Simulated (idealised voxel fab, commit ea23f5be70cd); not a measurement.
The process module presented herein is designated voxel wiring stack.
In the cross-section labelled cut, the width is 240 nm and each square cell is 5 nm.
We lay out every cross-section as a grid of square cells and spell it out in bands from the top down, where one band means one or more rows of cells.
It is stipulated that each band's entry specify, in nanometres, the height of the top of the band and then that of its bottom, followed by the materials of the band in left-to-right sequence, each together with its width in nanometres. A single material marked by the word "everywhere" is understood to fill the band from edge to edge; the word "air" is understood to denote empty space.
Height datum 0, below which the as-received substrate wafer is one material. Lowest band open at the bottom, running downward: "top 0, no bottom".
Width "30..40": first value at the band's top row of cells, second value at its bottom row, equal change from row to row.
Given "nothing different" for a step, no cell of the cross-section differs between before and after that step.
"Closed cavity list" enumerates empty spaces isolated from the top, with no open way to it, that contain at least 8 cells, giving each as width x height at distance from the left edge, all three in nm.
Post-settings text on a step line: simulator's own remark regarding the step.
The line of a step may include "overlay nm". On a step with a mask, this value is how far to the right of its planned place the mask lay. A negative value means the mask lay to the left.
Pairs, read this way: before one process step on the one hand, after it on the other, the after cross-section ending at the lowest band that changed; the step between, settings included, beneath. Same starting wafer throughout, but possibly different runs of this module, so no pair continues from the pair above unless its entry headed "Pre-process" says so.

Pre-process
	top 65, bottom 50 | aC=80; air=20; aC=25; air=20; aC=95
	top 50, bottom 40 | SiO2=80; air=20; SiO2=25; air=20; SiO2=95
	top 40, bottom 35 | SiCN=80; air=20; SiCN=25; air=20; SiCN=95
	top 35, bottom 30 | SiCN=75; Ru=40; SiCN=5; Ru=40; SiCN=80
	top 30, bottom 15 | lowk=80; TiN=5; W=20; TiN=5; lowk=15; TiN=5; W=20; TiN=5; lowk=85
	top 15, bottom 10 | SiN=80; TiN=30; SiN=15; TiN=30; SiN=85
	top 10, bottom 0 | SiO2 everywhere
	top 0, no bottom | Si everywhere
	Closed cavity list: none

Post-Step Geometry
	top 50, bottom 40 | SiO2=80; air=20; SiO2=25; air=20; SiO2=95
	All layers under 40 are left as they were.
	Closed cavity list: none
Intermediate step for the cross-sections above: STRIP (etch materials aC)

Pre-process: the state before this step is the cross-section shown after the step in the pair just above.

Post-Step Geometry
	top 50, bottom 45 | SiO2=80; air=20; SiO2=25; air=20; SiO2=95
	top 45, bottom 40 | SiO2=80; Ru=20; SiO2=25; Ru=20; SiO2=95
	top 40, bottom 30 | SiCN=80..75; Ru=20..40; SiCN=25..5; Ru=20..40; SiCN=95..80
	All layers under 30 are left as they were.
	Closed cavity list: none
Intermediate step for the cross-sections above: EPI (material Ru; thk nm 10)

Pre-process: the state before this step is the cross-section shown after the step in the pair just above.

Post-Step Geometry
	top 50, bottom 40 | SiO2=80; Ru=20; SiO2=25; Ru=20; SiO2=95
	All layers under 40 are left as they were.
	Closed cavity list: none
Intermediate step for the cross-sections above: EPI (material Ru; thk nm 5)

Pre-process: the state before this step is the cross-section shown after the step in the pair just above.

Post-Step Geometry
	top 55, bottom 50 | SiN everywhere
	All layers under 50 are left as they were.
	Closed cavity list: none
Intermediate step for the cross-sections above: CONFORMAL_DEP (material SiN; thk nm 5)

Pre-process: the state before this step is the cross-section shown after the step in the pair just above.

Post-Step Geometry
	top 80, bottom 55 | lowk everywhere
	All layers under 55 are left as they were.
	Closed cavity list: none
Intermediate step for the cross-sections above: DIRECTIONAL_DEP (material lowk; thk nm 25)

Pre-process: the state before this step is the cross-section shown after the step in the pair just above.

Post-Step Geometry
	top 90, bottom 80 | aC everywhere
	All layers under 80 are left as they were.
	Closed cavity list: none
Intermediate step for the cross-sections above: DIRECTIONAL_DEP (material aC; thk nm 10)

Pre-process: the state before this step is the cross-section shown after the step in the pair just above.

Post-Step Geometry
	top 115, bottom 90 | resist=80; air=30; resist=15; air=30; resist=85
	All layers under 90 are left as they were.
	Closed cavity list: none
Intermediate step for the cross-sections above: PATTERN (tone open; mask id METAL_2; material resist; width nm 30; pitch nm 45; thk nm 25; overlay nm 0)

Pre-process: the state before this step is the cross-section shown after the step in the pair just above.

Post-Step Geometry
	top 105, bottom 90 | resist=80; air=30; resist=15; air=30; resist=85
	top 90, bottom 80 | aC=80; air=30; aC=15; air=30; aC=85
	All layers under 80 are left as they were.
	Closed cavity list: none
Intermediate step for the cross-sections above: DIRECTIONAL_ETCH (etch materials aC; depth nm 10)

Pre-process: the state before this step is the cross-section shown after the step in the pair just above.

Post-Step Geometry
	top 90, bottom 80 | aC=80; air=30; aC=15; air=30; aC=85
	All layers under 80 are left as they were.
	Closed cavity list: none
Intermediate step for the cross-sections above: STRIP (etch materials resist)

Pre-process: the state before this step is the cross-section shown after the step in the pair just above.

Post-Step Geometry
	top 90, bottom 80 | aC=80; air=30; aC=15; air=30; aC=85
	top 80, bottom 55 | lowk=80; air=30; lowk=15; air=30; lowk=85
	All layers under 55 are left as they were.
	Closed cavity list: none
Intermediate step for the cross-sections above: DIRECTIONAL_ETCH (etch materials lowk; depth nm 25)

Pre-process: the state before this step is the cross-section shown after the step in the pair just above.

Post-Step Geometry
	top 90, bottom 80 | aC=80; air=30; aC=15; air=30; aC=85
	top 80, bottom 55 | lowk=80; air=30; lowk=15; air=30; lowk=85
	top 55, bottom 50 | SiN=80; air=30; SiN=15; air=30; SiN=85
	All layers under 50 are left as they were.
	Closed cavity list: none
Intermediate step for the cross-sections above: DIRECTIONAL_ETCH (etch materials SiN; depth nm 5)

Pre-process: the state before this step is the cross-section shown after the step in the pair just above.

Post-Step Geometry
	top 80, bottom 55 | lowk=80; air=30; lowk=15; air=30; lowk=85
	All layers under 55 are left as they were.
	Closed cavity list: none
Intermediate step for the cross-sections above: STRIP (etch materials aC)

Pre-process: the state before this step is the cross-section shown after the step in the pair just above.

Post-Step Geometry
	top 85, bottom 80 | TiN=85; air=20; TiN=25; air=20; TiN=90
	top 80, bottom 55 | lowk=80; TiN=5; air=20; TiN=5; lowk=15; TiN=5; air=20; TiN=5; lowk=85
	top 55, bottom 50 | SiN=80; TiN=30; SiN=15; TiN=30; SiN=85
	All layers under 50 are left as they were.
	Closed cavity list: none
Intermediate step for the cross-sections above: CONFORMAL_DEP (material TiN; thk nm 5)

Pre-process: the state before this step is the cross-section shown after the step in the pair just above.

Post-Step Geometry
	top 95, bottom 85 | W everywhere
	top 85, bottom 80 | TiN=85; W=20; TiN=25; W=20; TiN=90
	top 80, bottom 55 | lowk=80; TiN=5; W=20; TiN=5; lowk=15; TiN=5; W=20; TiN=5; lowk=85
	All layers under 55 are left as they were.
	Closed cavity list: none
Intermediate step for the cross-sections above: FILL_DEP (material W; thk nm 10)

Pre-process: the state before this step is the cross-section shown after the step in the pair just above.

Post-Step Geometry
	top 80, bottom 55 | lowk=80; TiN=5; W=20; TiN=5; lowk=15; TiN=5; W=20; TiN=5; lowk=85
	All layers under 55 are left as they were.
	Closed cavity list: none
Intermediate step for the cross-sections above: CMP (height nm 80)

Pre-process: the state before this step is the cross-section shown after the step in the pair just above.

Post-Step Geometry
	top 85, bottom 80 | SiCN everywhere
	All layers under 80 are left as they were.
	Closed cavity list: none
Intermediate step for the cross-sections above: CONFORMAL_DEP (material SiCN; thk nm 5)

Pre-process
	top 45, bottom 30 | aC everywhere
	top 30, bottom 15 | lowk everywhere
	top 15, bottom 10 | SiN everywhere
	top 10, bottom 0 | SiO2 everywhere
	top 0, no bottom | Si everywhere
	Closed cavity list: none

Post-Step Geometry
	top 80, bottom 45 | resist=90; air=30; resist=15; air=30; resist=75
	All layers under 45 are left as they were.
	Closed cavity list: none
Intermediate step for the cross-sections above: PATTERN (tone open; mask id METAL_1; material resist; width nm 30; pitch nm 45; thk nm 35; overlay nm 10)

Pre-process: the state before this step is the cross-section shown after the step in the pair just above.

Post-Step Geometry
	top 65, bottom 45 | resist=90; air=30; resist=15; air=30; resist=75
	top 45, bottom 30 | aC=90; air=30; aC=15; air=30; aC=75
	All layers under 30 are left as they were.
	Closed cavity list: none
Intermediate step for the cross-sections above: DIRECTIONAL_ETCH (etch materials aC; depth nm 15)

Pre-process: the state before this step is the cross-section shown after the step in the pair just above.

Post-Step Geometry
	top 45, bottom 30 | aC=90; air=30; aC=15; air=30; aC=75
	All layers under 30 are left as they were.
	Closed cavity list: none
Intermediate step for the cross-sections above: STRIP (etch materials resist)

Pre-process: the state before this step is the cross-section shown after the step in the pair just above.

Post-Step Geometry
	top 45, bottom 30 | aC=90; air=30; aC=15; air=30; aC=75
	top 30, bottom 15 | lowk=90; air=30; lowk=15; air=30; lowk=75
	All layers under 15 are left as they were.
	Closed cavity list: none
Intermediate step for the cross-sections above: DIRECTIONAL_ETCH (etch materials lowk; depth nm 15)

Pre-process: the state before this step is the cross-section shown after the step in the pair just above.

Post-Step Geometry
	top 45, bottom 30 | aC=90; air=30; aC=15; air=30; aC=75
	top 30, bottom 15 | lowk=90; air=30; lowk=15; air=30; lowk=75
	top 15, bottom 10 | SiN=90; air=30; SiN=15; air=30; SiN=75
	All layers under 10 are left as they were.
	Closed cavity list: none
Intermediate step for the cross-sections above: DIRECTIONAL_ETCH (etch materials SiN; depth nm 5)

Pre-process: the state before this step is the cross-section shown after the step in the pair just above.

Post-Step Geometry
	top 30, bottom 15 | lowk=90; air=30; lowk=15; air=30; lowk=75
	All layers under 15 are left as they were.
	Closed cavity list: none
Intermediate step for the cross-sections above: STRIP (etch materials aC)

Pre-process: the state before this step is the cross-section shown after the step in the pair just above.

Post-Step Geometry
	top 35, bottom 30 | TiN=95; air=20; TiN=25; air=20; TiN=80
	top 30, bottom 15 | lowk=90; TiN=5; air=20; TiN=5; lowk=15; TiN=5; air=20; TiN=5; lowk=75
	top 15, bottom 10 | SiN=90; TiN=30; SiN=15; TiN=30; SiN=75
	All layers under 10 are left as they were.
	Closed cavity list: none
Intermediate step for the cross-sections above: CONFORMAL_DEP (material TiN; thk nm 5)

Pre-process: the state before this step is the cross-section shown after the step in the pair just above.

Post-Step Geometry
	top 45, bottom 35 | W everywhere
	top 35, bottom 30 | TiN=95; W=20; TiN=25; W=20; TiN=80
	top 30, bottom 15 | lowk=90; TiN=5; W=20; TiN=5; lowk=15; TiN=5; W=20; TiN=5; lowk=75
	All layers under 15 are left as they were.
	Closed cavity list: none
Intermediate step for the cross-sections above: FILL_DEP (material W; thk nm 10)

Pre-process: the state before this step is the cross-section shown after the step in the pair just above.

Post-Step Geometry
	top 30, bottom 15 | lowk=90; TiN=5; W=20; TiN=5; lowk=15; TiN=5; W=20; TiN=5; lowk=75
	All layers under 15 are left as they were.
	Closed cavity list: none
Intermediate step for the cross-sections above: CMP (height nm 30)

Pre-process: the state before this step is the cross-section shown after the step in the pair just above.

Post-Step Geometry
	top 35, bottom 30 | air=85; Ru=40; air=5; Ru=40; air=70
	All layers under 30 are left as they were.
	Closed cavity list: none
Intermediate step for the cross-sections above: EPI (material Ru; thk nm 5)

Pre-process: the state before this step is the cross-section shown after the step in the pair just above.

Post-Step Geometry
	top 40, bottom 35 | SiCN everywhere
	top 35, bottom 30 | SiCN=85; Ru=40; SiCN=5; Ru=40; SiCN=70
	All layers under 30 are left as they were.
	Closed cavity list: none
Intermediate step for the cross-sections above: FILL_DEP (material SiCN; thk nm 5)

Pre-process: the state before this step is the cross-section shown after the step in the pair just above.

Post-Step Geometry
	top 50, bottom 40 | SiO2 everywhere
	All layers under 40 are left as they were.
	Closed cavity list: none
Intermediate step for the cross-sections above: DIRECTIONAL_DEP (material SiO2; thk nm 10)

Pre-process: the state before this step is the cross-section shown after the step in the pair just above.

Post-Step Geometry
	top 65, bottom 50 | aC everywhere
	All layers under 50 are left as they were.
	Closed cavity list: none
Intermediate step for the cross-sections above: DIRECTIONAL_DEP (material aC; thk nm 15)

Pre-process: the state before this step is the cross-section shown after the step in the pair just above.

Post-Step Geometry
	top 95, bottom 65 | resist=80; air=15; resist=30; air=15; resist=100
	All layers under 65 are left as they were.
	Closed cavity list: none
Intermediate step for the cross-sections above: PATTERN (tone open; mask id PLUG_1; material resist; width nm 15; pitch nm 45; thk nm 30; overlay nm 0)

Pre-process: the state before this step is the cross-section shown after the step in the pair just above.

Post-Step Geometry
	top 80, bottom 65 | resist=80; air=15; resist=30; air=15; resist=100
	top 65, bottom 50 | aC=80; air=15; aC=30; air=15; aC=100
	All layers under 50 are left as they were.
	Closed cavity list: none
Intermediate step for the cross-sections above: DIRECTIONAL_ETCH (etch materials aC; depth nm 15)

Pre-process: the state before this step is the cross-section shown after the step in the pair just above.

Post-Step Geometry
	top 65, bottom 50 | aC=80; air=15; aC=30; air=15; aC=100
	All layers under 50 are left as they were.
	Closed cavity list: none
Intermediate step for the cross-sections above: STRIP (etch materials resist)

Pre-process: the state before this step is the cross-section shown after the step in the pair just above.

Post-Step Geometry
	top 65, bottom 50 | aC=80; air=15; aC=30; air=15; aC=100
	top 50, bottom 40 | SiO2=80; air=15; SiO2=30; air=15; SiO2=100
	All layers under 40 are left as they were.
	Closed cavity list: none
Intermediate step for the cross-sections above: DIRECTIONAL_ETCH (etch materials SiO2; depth nm 10)

Pre-process: the state before this step is the cross-section shown after the step in the pair just above.

Post-Step Geometry
	top 65, bottom 50 | aC=80; air=15; aC=30; air=15; aC=100
	top 50, bottom 40 | SiO2=80; air=15; SiO2=30; air=15; SiO2=100
	top 40, bottom 35 | SiCN=80; air=15; SiCN=30; air=15; SiCN=100
	All layers under 35 are left as they were.
	Closed cavity list: none
Intermediate step for the cross-sections above: DIRECTIONAL_ETCH (etch materials SiCN; depth nm 5)

Pre-process: the state before this step is the cross-section shown after the step in the pair just above.

Post-Step Geometry
	top 50, bottom 40 | SiO2=80; air=15; SiO2=30; air=15; SiO2=100
	All layers under 40 are left as they were.
	Closed cavity list: none
Intermediate step for the cross-sections above: STRIP (etch materials aC)

Pre-process: the state before this step is the cross-section shown after the step in the pair just above.

Post-Step Geometry
	top 50, bottom 45 | SiO2=80; air=15; SiO2=30; air=15; SiO2=100
	top 45, bottom 40 | SiO2=80; Ru=15; SiO2=30; Ru=15; SiO2=100
	top 40, bottom 30 | SiCN=80..85; Ru=15..40; SiCN=30..5; Ru=15..40; SiCN=100..70
	All layers under 30 are left as they were.
	Closed cavity list: none
Intermediate step for the cross-sections above: EPI (material Ru; thk nm 10)

Pre-process: the state before this step is the cross-section shown after the step in the pair just above.

Post-Step Geometry
	top 50, bottom 40 | SiO2=80; Ru=15; SiO2=30; Ru=15; SiO2=100
	All layers under 40 are left as they were.
	Closed cavity list: none
Intermediate step for the cross-sections above: EPI (material Ru; thk nm 5)

Pre-process: the state before this step is the cross-section shown after the step in the pair just above.

Post-Step Geometry
	top 55, bottom 50 | SiN everywhere
	All layers under 50 are left as they were.
	Closed cavity list: none
Intermediate step for the cross-sections above: CONFORMAL_DEP (material SiN; thk nm 5)

Pre-process: the state before this step is the cross-section shown after the step in the pair just above.

Post-Step Geometry
	top 80, bottom 55 | lowk everywhere
	All layers under 55 are left as they were.
	Closed cavity list: none
Intermediate step for the cross-sections above: DIRECTIONAL_DEP (material lowk; thk nm 25)

Pre-process: the state before this step is the cross-section shown after the step in the pair just above.

Post-Step Geometry
	top 90, bottom 80 | aC everywhere
	All layers under 80 are left as they were.
	Closed cavity list: none
Intermediate step for the cross-sections above: DIRECTIONAL_DEP (material aC; thk nm 10)

Pre-process: the state before this step is the cross-section shown after the step in the pair just above.

Post-Step Geometry
	top 115, bottom 90 | resist=80; air=30; resist=15; air=30; resist=85
	All layers under 90 are left as they were.
	Closed cavity list: none
Intermediate step for the cross-sections above: PATTERN (tone open; mask id METAL_2; material resist; width nm 30; pitch nm 45; thk nm 25; overlay nm 0)

Pre-process: the state before this step is the cross-section shown after the step in the pair just above.

Post-Step Geometry
	top 105, bottom 90 | resist=80; air=30; resist=15; air=30; resist=85
	top 90, bottom 80 | aC=80; air=30; aC=15; air=30; aC=85
	All layers under 80 are left as they were.
	Closed cavity list: none
Intermediate step for the cross-sections above: DIRECTIONAL_ETCH (etch materials aC; depth nm 10)

Pre-process: the state before this step is the cross-section shown after the step in the pair just above.

Post-Step Geometry
	top 90, bottom 80 | aC=80; air=30; aC=15; air=30; aC=85
	All layers under 80 are left as they were.
	Closed cavity list: none
Intermediate step for the cross-sections above: STRIP (etch materials resist)

Pre-process: the state before this step is the cross-section shown after the step in the pair just above.

Post-Step Geometry
	top 90, bottom 80 | aC=80; air=30; aC=15; air=30; aC=85
	top 80, bottom 55 | lowk=80; air=30; lowk=15; air=30; lowk=85
	All layers under 55 are left as they were.
	Closed cavity list: none
Intermediate step for the cross-sections above: DIRECTIONAL_ETCH (etch materials lowk; depth nm 25)

Pre-process: the state before this step is the cross-section shown after the step in the pair just above.

Post-Step Geometry
	top 90, bottom 80 | aC=80; air=30; aC=15; air=30; aC=85
	top 80, bottom 55 | lowk=80; air=30; lowk=15; air=30; lowk=85
	top 55, bottom 50 | SiN=80; air=30; SiN=15; air=30; SiN=85
	All layers under 50 are left as they were.
	Closed cavity list: none
Intermediate step for the cross-sections above: DIRECTIONAL_ETCH (etch materials SiN; depth nm 5)

Pre-process: the state before this step is the cross-section shown after the step in the pair just above.

Post-Step Geometry
	top 80, bottom 55 | lowk=80; air=30; lowk=15; air=30; lowk=85
	All layers under 55 are left as they were.
	Closed cavity list: none
Intermediate step for the cross-sections above: STRIP (etch materials aC)

Pre-process: the state before this step is the cross-section shown after the step in the pair just above.

Post-Step Geometry
	top 85, bottom 80 | TiN=85; air=20; TiN=25; air=20; TiN=90
	top 80, bottom 55 | lowk=80; TiN=5; air=20; TiN=5; lowk=15; TiN=5; air=20; TiN=5; lowk=85
	top 55, bottom 50 | SiN=80; TiN=30; SiN=15; TiN=30; SiN=85
	All layers under 50 are left as they were.
	Closed cavity list: none
Intermediate step for the cross-sections above: CONFORMAL_DEP (material TiN; thk nm 5)

Pre-process: the state before this step is the cross-section shown after the step in the pair just above.

Post-Step Geometry
	top 95, bottom 85 | W everywhere
	top 85, bottom 80 | TiN=85; W=20; TiN=25; W=20; TiN=90
	top 80, bottom 55 | lowk=80; TiN=5; W=20; TiN=5; lowk=15; TiN=5; W=20; TiN=5; lowk=85
	All layers under 55 are left as they were.
	Closed cavity list: none
Intermediate step for the cross-sections above: FILL_DEP (material W; thk nm 10)

Pre-process: the state before this step is the cross-section shown after the step in the pair just above.

Post-Step Geometry
	top 80, bottom 55 | lowk=80; TiN=5; W=20; TiN=5; lowk=15; TiN=5; W=20; TiN=5; lowk=85
	All layers under 55 are left as they were.
	Closed cavity list: none
Intermediate step for the cross-sections above: CMP (height nm 80)

Pre-process: the state before this step is the cross-section shown after the step in the pair just above.

Post-Step Geometry
	top 85, bottom 80 | SiCN everywhere
	All layers under 80 are left as they were.
	Closed cavity list: none
Intermediate step for the cross-sections above: CONFORMAL_DEP (material SiCN; thk nm 5)

Pre-process
	top 15, bottom 10 | SiN everywhere
	top 10, bottom 0 | SiO2 everywhere
	top 0, no bottom | Si everywhere
	Closed cavity list: none

Post-Step Geometry
	top 30, bottom 15 | TiN everywhere
	All layers under 15 are left as they were.
	Closed cavity list: none
Intermediate step for the cross-sections above: DIRECTIONAL_DEP (material TiN; thk nm 15)

Pre-process: the state before this step is the cross-section shown after the step in the pair just above.

Post-Step Geometry
	top 45, bottom 30 | aC everywhere
	All layers under 30 are left as they were.
	Closed cavity list: none
Intermediate step for the cross-sections above: DIRECTIONAL_DEP (material aC; thk nm 15)

Pre-process: the state before this step is the cross-section shown after the step in the pair just above.

Post-Step Geometry
	top 80, bottom 45 | resist=80; air=30; resist=15; air=30; resist=85
	All layers under 45 are left as they were.
	Closed cavity list: none
Intermediate step for the cross-sections above: PATTERN (tone open; mask id METAL_1; material resist; width nm 30; pitch nm 45; thk nm 35; overlay nm 0)

Pre-process: the state before this step is the cross-section shown after the step in the pair just above.

Post-Step Geometry
	top 65, bottom 45 | resist=80; air=30; resist=15; air=30; resist=85
	top 45, bottom 30 | aC=80; air=30; aC=15; air=30; aC=85
	All layers under 30 are left as they were.
	Closed cavity list: none
Intermediate step for the cross-sections above: DIRECTIONAL_ETCH (etch materials aC; depth nm 15)

Pre-process: the state before this step is the cross-section shown after the step in the pair just above.

Post-Step Geometry
	top 45, bottom 30 | aC=80; air=30; aC=15; air=30; aC=85
	All layers under 30 are left as they were.
	Closed cavity list: none
Intermediate step for the cross-sections above: STRIP (etch materials resist)

Pre-process: the state before this step is the cross-section shown after the step in the pair just above.

Post-Step Geometry
	top 30, bottom 15 | TiN everywhere
	All layers under 15 are left as they were.
	Closed cavity list: none
Intermediate step for the cross-sections above: STRIP (etch materials aC)

Pre-process: the state before this step is the cross-section shown after the step in the pair just above.

Post-Step Geometry
	top 35, bottom 15 | TiN everywhere
	All layers under 15 are left as they were.
	Closed cavity list: none
Intermediate step for the cross-sections above: CONFORMAL_DEP (material TiN; thk nm 5)

Pre-process: the state before this step is the cross-section shown after the step in the pair just above.

Post-Step Geometry
	top 45, bottom 35 | W everywhere
	All layers under 35 are left as they were.
	Closed cavity list: none
Intermediate step for the cross-sections above: FILL_DEP (material W; thk nm 10)

Pre-process: the state before this step is the cross-section shown after the step in the pair just above.

Post-Step Geometry
	top 30, bottom 15 | TiN everywhere
	All layers under 15 are left as they were.
	Closed cavity list: none
Intermediate step for the cross-sections above: CMP (height nm 30)

Pre-process: the state before this step is the cross-section shown after the step in the pair just above.

Post-Step Geometry
	top 35, bottom 30 | Ru everywhere
	All layers under 30 are left as they were.
	Closed cavity list: none
Intermediate step for the cross-sections above: EPI (material Ru; thk nm 5)

Pre-process: the state before this step is the cross-section shown after the step in the pair just above.

Post-Step Geometry
	top 40, bottom 35 | SiCN everywhere
	All layers under 35 are left as they were.
	Closed cavity list: none
Intermediate step for the cross-sections above: FILL_DEP (material SiCN; thk nm 5)

Pre-process: the state before this step is the cross-section shown after the step in the pair just above.

Post-Step Geometry
	top 50, bottom 40 | SiO2 everywhere
	All layers under 40 are left as they were.
	Closed cavity list: none
Intermediate step for the cross-sections above: DIRECTIONAL_DEP (material SiO2; thk nm 10)

Pre-process: the state before this step is the cross-section shown after the step in the pair just above.

Post-Step Geometry
	top 65, bottom 50 | aC everywhere
	All layers under 50 are left as they were.
	Closed cavity list: none
Intermediate step for the cross-sections above: DIRECTIONAL_DEP (material aC; thk nm 15)

Pre-process: the state before this step is the cross-section shown after the step in the pair just above.

Post-Step Geometry
	top 95, bottom 65 | resist=80; air=15; resist=30; air=15; resist=100
	All layers under 65 are left as they were.
	Closed cavity list: none
Intermediate step for the cross-sections above: PATTERN (tone open; mask id PLUG_1; material resist; width nm 15; pitch nm 45; thk nm 30; overlay nm 0)

Pre-process: the state before this step is the cross-section shown after the step in the pair just above.

Post-Step Geometry
	top 80, bottom 65 | resist=80; air=15; resist=30; air=15; resist=100
	top 65, bottom 50 | aC=80; air=15; aC=30; air=15; aC=100
	All layers under 50 are left as they were.
	Closed cavity list: none
Intermediate step for the cross-sections above: DIRECTIONAL_ETCH (etch materials aC; depth nm 15)

Pre-process: the state before this step is the cross-section shown after the step in the pair just above.

Post-Step Geometry
	top 65, bottom 50 | aC=80; air=15; aC=30; air=15; aC=100
	All layers under 50 are left as they were.
	Closed cavity list: none
Intermediate step for the cross-sections above: STRIP (etch materials resist)

Pre-process: the state before this step is the cross-section shown after the step in the pair just above.

Post-Step Geometry
	top 65, bottom 50 | aC=80; air=15; aC=30; air=15; aC=100
	top 50, bottom 40 | SiO2=80; air=15; SiO2=30; air=15; SiO2=100
	All layers under 40 are left as they were.
	Closed cavity list: none
Intermediate step for the cross-sections above: DIRECTIONAL_ETCH (etch materials SiO2; depth nm 10)

Pre-process: the state before this step is the cross-section shown after the step in the pair just above.

Post-Step Geometry
	top 65, bottom 50 | aC=80; air=15; aC=30; air=15; aC=100
	top 50, bottom 40 | SiO2=80; air=15; SiO2=30; air=15; SiO2=100
	top 40, bottom 35 | SiCN=80; air=15; SiCN=30; air=15; SiCN=100
	All layers under 35 are left as they were.
	Closed cavity list: none
Intermediate step for the cross-sections above: DIRECTIONAL_ETCH (etch materials SiCN; depth nm 5)

Pre-process: the state before this step is the cross-section shown after the step in the pair just above.

Post-Step Geometry
	top 50, bottom 40 | SiO2=80; air=15; SiO2=30; air=15; SiO2=100
	All layers under 40 are left as they were.
	Closed cavity list: none
Intermediate step for the cross-sections above: STRIP (etch materials aC)

Pre-process: the state before this step is the cross-section shown after the step in the pair just above.

Post-Step Geometry
	top 50, bottom 45 | SiO2=80; air=15; SiO2=30; air=15; SiO2=100
	top 45, bottom 40 | SiO2=80; Ru=15; SiO2=30; Ru=15; SiO2=100
	top 40, bottom 35 | SiCN=80; Ru=15; SiCN=30; Ru=15; SiCN=100
	All layers under 35 are left as they were.
	Closed cavity list: none
Intermediate step for the cross-sections above: EPI (material Ru; thk nm 10)

Pre-process: the state before this step is the cross-section shown after the step in the pair just above.

Post-Step Geometry
	top 50, bottom 40 | SiO2=80; Ru=15; SiO2=30; Ru=15; SiO2=100
	All layers under 40 are left as they were.
	Closed cavity list: none
Intermediate step for the cross-sections above: EPI (material Ru; thk nm 5)

Pre-process: the state before this step is the cross-section shown after the step in the pair just above.

Post-Step Geometry
	top 55, bottom 50 | SiN everywhere
	All layers under 50 are left as they were.
	Closed cavity list: none
Intermediate step for the cross-sections above: CONFORMAL_DEP (material SiN; thk nm 5)

Pre-process: the state before this step is the cross-section shown after the step in the pair just above.

Post-Step Geometry
	top 80, bottom 55 | lowk everywhere
	All layers under 55 are left as they were.
	Closed cavity list: none
Intermediate step for the cross-sections above: DIRECTIONAL_DEP (material lowk; thk nm 25)

Pre-process: the state before this step is the cross-section shown after the step in the pair just above.

Post-Step Geometry
	top 90, bottom 80 | aC everywhere
	All layers under 80 are left as they were.
	Closed cavity list: none
Intermediate step for the cross-sections above: DIRECTIONAL_DEP (material aC; thk nm 10)

Pre-process: the state before this step is the cross-section shown after the step in the pair just above.

Post-Step Geometry
	top 115, bottom 90 | resist=80; air=30; resist=15; air=30; resist=85
	All layers under 90 are left as they were.
	Closed cavity list: none
Intermediate step for the cross-sections above: PATTERN (tone open; mask id METAL_2; material resist; width nm 30; pitch nm 45; thk nm 25; overlay nm 0)

Pre-process: the state before this step is the cross-section shown after the step in the pair just above.

Post-Step Geometry
	top 105, bottom 90 | resist=80; air=30; resist=15; air=30; resist=85
	top 90, bottom 80 | aC=80; air=30; aC=15; air=30; aC=85
	All layers under 80 are left as they were.
	Closed cavity list: none
Intermediate step for the cross-sections above: DIRECTIONAL_ETCH (etch materials aC; depth nm 10)

Pre-process: the state before this step is the cross-section shown after the step in the pair just above.

Post-Step Geometry
	top 90, bottom 80 | aC=80; air=30; aC=15; air=30; aC=85
	All layers under 80 are left as they were.
	Closed cavity list: none
Intermediate step for the cross-sections above: STRIP (etch materials resist)

Pre-process: the state before this step is the cross-section shown after the step in the pair just above.

Post-Step Geometry
	top 90, bottom 80 | aC=80; air=30; aC=15; air=30; aC=85
	top 80, bottom 55 | lowk=80; air=30; lowk=15; air=30; lowk=85
	All layers under 55 are left as they were.
	Closed cavity list: none
Intermediate step for the cross-sections above: DIRECTIONAL_ETCH (etch materials lowk; depth nm 25)

Pre-process: the state before this step is the cross-section shown after the step in the pair just above.

Post-Step Geometry
	top 90, bottom 80 | aC=80; air=30; aC=15; air=30; aC=85
	top 80, bottom 55 | lowk=80; air=30; lowk=15; air=30; lowk=85
	top 55, bottom 50 | SiN=80; air=30; SiN=15; air=30; SiN=85
	All layers under 50 are left as they were.
	Closed cavity list: none
Intermediate step for the cross-sections above: DIRECTIONAL_ETCH (etch materials SiN; depth nm 5)

Pre-process: the state before this step is the cross-section shown after the step in the pair just above.

Post-Step Geometry
	top 80, bottom 55 | lowk=80; air=30; lowk=15; air=30; lowk=85
	All layers under 55 are left as they were.
	Closed cavity list: none
Intermediate step for the cross-sections above: STRIP (etch materials aC)

Pre-process: the state before this step is the cross-section shown after the step in the pair just above.

Post-Step Geometry
	top 85, bottom 80 | TiN=85; air=20; TiN=25; air=20; TiN=90
	top 80, bottom 55 | lowk=80; TiN=5; air=20; TiN=5; lowk=15; TiN=5; air=20; TiN=5; lowk=85
	top 55, bottom 50 | SiN=80; TiN=30; SiN=15; TiN=30; SiN=85
	All layers under 50 are left as they were.
	Closed cavity list: none
Intermediate step for the cross-sections above: CONFORMAL_DEP (material TiN; thk nm 5)

Pre-process: the state before this step is the cross-section shown after the step in the pair just above.

Post-Step Geometry
	top 95, bottom 85 | W everywhere
	top 85, bottom 80 | TiN=85; W=20; TiN=25; W=20; TiN=90
	top 80, bottom 55 | lowk=80; TiN=5; W=20; TiN=5; lowk=15; TiN=5; W=20; TiN=5; lowk=85
	All layers under 55 are left as they were.
	Closed cavity list: none
Intermediate step for the cross-sections above: FILL_DEP (material W; thk nm 10)

Pre-process: the state before this step is the cross-section shown after the step in the pair just above.

Post-Step Geometry
	top 80, bottom 55 | lowk=80; TiN=5; W=20; TiN=5; lowk=15; TiN=5; W=20; TiN=5; lowk=85
	All layers under 55 are left as they were.
	Closed cavity list: none
Intermediate step for the cross-sections above: CMP (height nm 80)

Pre-process: the state before this step is the cross-section shown after the step in the pair just above.

Post-Step Geometry
	top 85, bottom 80 | SiCN everywhere
	All layers under 80 are left as they were.
	Closed cavity list: none
Intermediate step for the cross-sections above: CONFORMAL_DEP (material SiCN; thk nm 5)

Pre-process
	top 90, bottom 80 | aC everywhere
	top 80, bottom 55 | lowk everywhere
	top 55, bottom 50 | SiN everywhere
	top 50, bottom 40 | SiO2=80; Ru=15; SiO2=30; Ru=15; SiO2=100
	top 40, bottom 30 | SiCN=80..75; Ru=15..40; SiCN=30..5; Ru=15..40; SiCN=100..80
	top 30, bottom 15 | lowk=80; TiN=5; W=20; TiN=5; lowk=15; TiN=5; W=20; TiN=5; lowk=85
	top 15, bottom 10 | SiN=80; TiN=30; SiN=15; TiN=30; SiN=85
	top 10, bottom 0 | SiO2 everywhere
	top 0, no bottom | Si everywhere
	Closed cavity list: none

Post-Step Geometry
	top 115, bottom 90 | air=80; resist=30; air=15; resist=30; air=85
	All layers under 90 are left as they were.
	Closed cavity list: none
Intermediate step for the cross-sections above: PATTERN (tone cover; mask id METAL_2; material resist; width nm 30; pitch nm 45; thk nm 25; overlay nm 0)
